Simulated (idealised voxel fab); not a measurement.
process module | voxel self aligned contacts
cross-section cut | 280 nm wide | cells 5 nm
A cross-section is a grid of square cells, given in bands from the top down. A band is one or more rows of cells.
Each band's line starts with the height of the band's top and of its bottom, in nm. Then come its materials from left to right, each with its width in nm. One material with "throughout" fills the band from edge to edge. "air" is empty space.
Height 0 is the level under which the wafer as received is all one material. The lowest band goes on downwards, as in "0 down".
A width such as "30 to 40" changes by the same amount from each row of cells to the next, from the band's top row to its bottom row.
"no change" after a step means that no cell of the cross-section changed.
closed voids: empty space of 8 cells or more with no open way to the top, each as width x height at its distance from the left edge, in nm
after a step's settings: what the simulator itself notes on the step
overlay nm, on a step with a mask: how far to the right of its planned place the mask lay; to the left if negative
plan
1 op RECEIVE | material Si
2 op CONFORMAL_DEP | material SiO2 | thk nm 5
3 op DIRECTIONAL_DEP | material polySi | thk nm 25
4 op DIRECTIONAL_DEP | material SiN | thk nm 20
5 op DIRECTIONAL_DEP | material aC | thk nm 10
6 op PATTERN | tone cover | mask id GATE | material resist | width nm 35 | pitch nm 70 | thk nm 25 | overlay nm 0
7 op DIRECTIONAL_ETCH | etch materials aC | depth nm 10
8 op STRIP | etch materials resist
9 op DIRECTIONAL_ETCH | etch materials SiN | depth nm 20
10 op DIRECTIONAL_ETCH | etch materials polySi | depth nm 25
11 op STRIP | etch materials aC
12 op CONFORMAL_DEP | material SiN | thk nm 5
13 op DIRECTIONAL_ETCH | etch materials SiN | depth nm 5
14 op FILL_DEP | material SiO2 | thk nm 10
15 op CMP | height nm 55
16 op DIRECTIONAL_DEP | material aC | thk nm 10
17 op PATTERN | tone open | mask id CONTACT | material resist | width nm 55 | pitch nm 70 | thk nm 25 | overlay nm 0
18 op DIRECTIONAL_ETCH | etch materials aC | depth nm 10
19 op STRIP | etch materials resist
20 op DIRECTIONAL_ETCH | etch materials SiO2 | depth nm 55
21 op STRIP | etch materials aC
22 op CONFORMAL_DEP | material TiN | thk nm 5
23 op FILL_DEP | material Ru | thk nm 10
24 op CMP | height nm 55
25 op CONFORMAL_DEP | material SiN | thk nm 5
first wafer, as planned
as received, after step 1
  0 down: Si throughout
  closed voids: none
after step 2
  5 to 0: SiO2 throughout
  below 0: unchanged
after step 3
  30 to 5: polySi throughout
  below 5: unchanged
after step 4
  50 to 30: SiN throughout
  below 30: unchanged
after step 5
  60 to 50: aC throughout
  below 50: unchanged
after step 6
  85 to 60: air 50 | resist 35 | air 35 | resist 35 | air 35 | resist 35 | air 55
  below 60: unchanged
after step 7
  75 to 60: air 50 | resist 35 | air 35 | resist 35 | air 35 | resist 35 | air 55
  60 to 50: air 50 | aC 35 | air 35 | aC 35 | air 35 | aC 35 | air 55
  below 50: unchanged
after step 8
  60 to 50: air 50 | aC 35 | air 35 | aC 35 | air 35 | aC 35 | air 55
  below 50: unchanged
after step 9
  60 to 50: air 50 | aC 35 | air 35 | aC 35 | air 35 | aC 35 | air 55
  50 to 30: air 50 | SiN 35 | air 35 | SiN 35 | air 35 | SiN 35 | air 55
  below 30: unchanged
after step 10
  60 to 50: air 50 | aC 35 | air 35 | aC 35 | air 35 | aC 35 | air 55
  50 to 30: air 50 | SiN 35 | air 35 | SiN 35 | air 35 | SiN 35 | air 55
  30 to 5: air 50 | polySi 35 | air 35 | polySi 35 | air 35 | polySi 35 | air 55
  below 5: unchanged
after step 11
  50 to 30: air 50 | SiN 35 | air 35 | SiN 35 | air 35 | SiN 35 | air 55
  below 30: unchanged
after step 12
  55 to 30: air 45 | SiN 45 | air 25 | SiN 45 | air 25 | SiN 45 | air 50
  30 to 10: air 45 | SiN 5 | polySi 35 | SiN 5 | air 25 | SiN 5 | polySi 35 | SiN 5 | air 25 | SiN 5 | polySi 35 | SiN 5 | air 50
  10 to 5: SiN 50 | polySi 35 | SiN 35 | polySi 35 | SiN 35 | polySi 35 | SiN 55
  below 5: unchanged
after step 13
  50 to 30: air 45 | SiN 45 | air 25 | SiN 45 | air 25 | SiN 45 | air 50
  30 to 5: air 45 | SiN 5 | polySi 35 | SiN 5 | air 25 | SiN 5 | polySi 35 | SiN 5 | air 25 | SiN 5 | polySi 35 | SiN 5 | air 50
  below 5: unchanged
after step 14
  60 to 50: SiO2 throughout
  50 to 30: SiO2 45 | SiN 45 | SiO2 25 | SiN 45 | SiO2 25 | SiN 45 | SiO2 50
  30 to 5: SiO2 45 | SiN 5 | polySi 35 | SiN 5 | SiO2 25 | SiN 5 | polySi 35 | SiN 5 | SiO2 25 | SiN 5 | polySi 35 | SiN 5 | SiO2 50
  below 5: unchanged
after step 15
  55 to 50: SiO2 throughout
  below 50: unchanged
after step 16
  65 to 55: aC throughout
  below 55: unchanged
after step 17
  90 to 65: resist 75 | air 55 | resist 15 | air 55 | resist 80
  below 65: unchanged
after step 18
  80 to 65: resist 75 | air 55 | resist 15 | air 55 | resist 80
  65 to 55: aC 75 | air 55 | aC 15 | air 55 | aC 80
  below 55: unchanged
after step 19
  65 to 55: aC 75 | air 55 | aC 15 | air 55 | aC 80
  below 55: unchanged
after step 20
  65 to 55: aC 75 | air 55 | aC 15 | air 55 | aC 80
  55 to 50: SiO2 75 | air 55 | SiO2 15 | air 55 | SiO2 80
  50 to 30: SiO2 45 | SiN 45 | air 25 | SiN 45 | air 25 | SiN 45 | SiO2 50
  30 to 5: SiO2 45 | SiN 5 | polySi 35 | SiN 5 | air 25 | SiN 5 | polySi 35 | SiN 5 | air 25 | SiN 5 | polySi 35 | SiN 5 | SiO2 50
  5 to 0: SiO2 90 | air 25 | SiO2 45 | air 25 | SiO2 95
  below 0: unchanged
after step 21
  55 to 50: SiO2 75 | air 55 | SiO2 15 | air 55 | SiO2 80
  below 50: unchanged
after step 22
  60 to 55: TiN 80 | air 45 | TiN 25 | air 45 | TiN 85
  55 to 50: SiO2 75 | TiN 20 | air 15 | TiN 20 | SiO2 15 | TiN 20 | air 15 | TiN 20 | SiO2 80
  50 to 30: SiO2 45 | SiN 45 | TiN 5 | air 15 | TiN 5 | SiN 45 | TiN 5 | air 15 | TiN 5 | SiN 45 | SiO2 50
  30 to 5: SiO2 45 | SiN 5 | polySi 35 | SiN 5 | TiN 5 | air 15 | TiN 5 | SiN 5 | polySi 35 | SiN 5 | TiN 5 | air 15 | TiN 5 | SiN 5 | polySi 35 | SiN 5 | SiO2 50
  5 to 0: SiO2 90 | TiN 25 | SiO2 45 | TiN 25 | SiO2 95
  below 0: unchanged
after step 23
  70 to 60: Ru throughout
  60 to 55: TiN 80 | Ru 45 | TiN 25 | Ru 45 | TiN 85
  55 to 50: SiO2 75 | TiN 20 | Ru 15 | TiN 20 | SiO2 15 | TiN 20 | Ru 15 | TiN 20 | SiO2 80
  50 to 30: SiO2 45 | SiN 45 | TiN 5 | Ru 15 | TiN 5 | SiN 45 | TiN 5 | Ru 15 | TiN 5 | SiN 45 | SiO2 50
  30 to 5: SiO2 45 | SiN 5 | polySi 35 | SiN 5 | TiN 5 | Ru 15 | TiN 5 | SiN 5 | polySi 35 | SiN 5 | TiN 5 | Ru 15 | TiN 5 | SiN 5 | polySi 35 | SiN 5 | SiO2 50
  below 5: unchanged
after step 24
  55 to 50: SiO2 75 | TiN 20 | Ru 15 | TiN 20 | SiO2 15 | TiN 20 | Ru 15 | TiN 20 | SiO2 80
  below 50: unchanged
after step 25
  60 to 55: SiN throughout
  below 55: unchanged
second wafer: like start, like plan, one mistake. Through step 2 it matches the first wafer
when step 3 should have ended
  35 to 5: polySi throughout
  below 5: unchanged
when step 4 should have ended
  55 to 35: SiN throughout
  below 35: unchanged
when step 5 should have ended
  65 to 55: aC throughout
  below 55: unchanged
when step 6 should have ended
  90 to 65: air 50 | resist 35 | air 35 | resist 35 | air 35 | resist 35 | air 55
  below 65: unchanged
when step 7 should have ended
  80 to 65: air 50 | resist 35 | air 35 | resist 35 | air 35 | resist 35 | air 55
  65 to 55: air 50 | aC 35 | air 35 | aC 35 | air 35 | aC 35 | air 55
  below 55: unchanged
when step 8 should have ended
  65 to 55: air 50 | aC 35 | air 35 | aC 35 | air 35 | aC 35 | air 55
  below 55: unchanged
when step 9 should have ended
  65 to 55: air 50 | aC 35 | air 35 | aC 35 | air 35 | aC 35 | air 55
  55 to 35: air 50 | SiN 35 | air 35 | SiN 35 | air 35 | SiN 35 | air 55
  below 35: unchanged
when step 10 should have ended
  65 to 55: air 50 | aC 35 | air 35 | aC 35 | air 35 | aC 35 | air 55
  55 to 35: air 50 | SiN 35 | air 35 | SiN 35 | air 35 | SiN 35 | air 55
  35 to 10: air 50 | polySi 35 | air 35 | polySi 35 | air 35 | polySi 35 | air 55
  below 10: unchanged
when step 11 should have ended
  55 to 35: air 50 | SiN 35 | air 35 | SiN 35 | air 35 | SiN 35 | air 55
  below 35: unchanged
when step 12 should have ended
  60 to 35: air 45 | SiN 45 | air 25 | SiN 45 | air 25 | SiN 45 | air 50
  35 to 15: air 45 | SiN 5 | polySi 35 | SiN 5 | air 25 | SiN 5 | polySi 35 | SiN 5 | air 25 | SiN 5 | polySi 35 | SiN 5 | air 50
  15 to 10: SiN 50 | polySi 35 | SiN 35 | polySi 35 | SiN 35 | polySi 35 | SiN 55
  below 10: unchanged
when step 13 should have ended
  55 to 35: air 45 | SiN 45 | air 25 | SiN 45 | air 25 | SiN 45 | air 50
  35 to 10: air 45 | SiN 5 | polySi 35 | SiN 5 | air 25 | SiN 5 | polySi 35 | SiN 5 | air 25 | SiN 5 | polySi 35 | SiN 5 | air 50
  below 10: unchanged
when step 14 should have ended
  65 to 55: SiO2 throughout
  55 to 35: SiO2 45 | SiN 45 | SiO2 25 | SiN 45 | SiO2 25 | SiN 45 | SiO2 50
  35 to 10: SiO2 45 | SiN 5 | polySi 35 | SiN 5 | SiO2 25 | SiN 5 | polySi 35 | SiN 5 | SiO2 25 | SiN 5 | polySi 35 | SiN 5 | SiO2 50
  below 10: unchanged
when step 15 should have ended
  55 to 35: SiO2 45 | SiN 45 | SiO2 25 | SiN 45 | SiO2 25 | SiN 45 | SiO2 50
  below 35: unchanged
when step 16 should have ended
  65 to 55: aC throughout
  below 55: unchanged
when step 17 should have ended
  90 to 65: resist 75 | air 55 | resist 15 | air 55 | resist 80
  below 65: unchanged
when step 18 should have ended
  80 to 65: resist 75 | air 55 | resist 15 | air 55 | resist 80
  65 to 55: aC 75 | air 55 | aC 15 | air 55 | aC 80
  below 55: unchanged
when step 19 should have ended
  65 to 55: aC 75 | air 55 | aC 15 | air 55 | aC 80
  below 55: unchanged
when step 20 should have ended
  65 to 55: aC 75 | air 55 | aC 15 | air 55 | aC 80
  55 to 35: SiO2 45 | SiN 45 | air 25 | SiN 45 | air 25 | SiN 45 | SiO2 50
  35 to 10: SiO2 45 | SiN 5 | polySi 35 | SiN 5 | air 25 | SiN 5 | polySi 35 | SiN 5 | air 25 | SiN 5 | polySi 35 | SiN 5 | SiO2 50
  below 10: unchanged
when step 21 should have ended
  55 to 35: SiO2 45 | SiN 45 | air 25 | SiN 45 | air 25 | SiN 45 | SiO2 50
  below 35: unchanged
when step 22 should have ended
  60 to 55: TiN 95 | air 15 | TiN 55 | air 15 | TiN 100
  55 to 35: SiO2 45 | SiN 45 | TiN 5 | air 15 | TiN 5 | SiN 45 | TiN 5 | air 15 | TiN 5 | SiN 45 | SiO2 50
  35 to 15: SiO2 45 | SiN 5 | polySi 35 | SiN 5 | TiN 5 | air 15 | TiN 5 | SiN 5 | polySi 35 | SiN 5 | TiN 5 | air 15 | TiN 5 | SiN 5 | polySi 35 | SiN 5 | SiO2 50
  15 to 10: SiO2 45 | SiN 5 | polySi 35 | SiN 5 | TiN 25 | SiN 5 | polySi 35 | SiN 5 | TiN 25 | SiN 5 | polySi 35 | SiN 5 | SiO2 50
  below 10: unchanged
when step 23 should have ended
  70 to 60: Ru throughout
  60 to 55: TiN 95 | Ru 15 | TiN 55 | Ru 15 | TiN 100
  55 to 35: SiO2 45 | SiN 45 | TiN 5 | Ru 15 | TiN 5 | SiN 45 | TiN 5 | Ru 15 | TiN 5 | SiN 45 | SiO2 50
  35 to 15: SiO2 45 | SiN 5 | polySi 35 | SiN 5 | TiN 5 | Ru 15 | TiN 5 | SiN 5 | polySi 35 | SiN 5 | TiN 5 | Ru 15 | TiN 5 | SiN 5 | polySi 35 | SiN 5 | SiO2 50
  below 15: unchanged
when step 24 should have ended
  55 to 35: SiO2 45 | SiN 45 | TiN 5 | Ru 15 | TiN 5 | SiN 45 | TiN 5 | Ru 15 | TiN 5 | SiN 45 | SiO2 50
  below 35: unchanged
when step 25 should have ended
  60 to 55: SiN throughout
  below 55: unchanged
what went wrong: step 3 ran as: op DIRECTIONAL_DEP | material polySi | thk nm 30
at the end the second wafer has, in cells: 12 fewer of Ru | 24 fewer of SiO2 | 20 fewer of TiN | 56 more of polySi
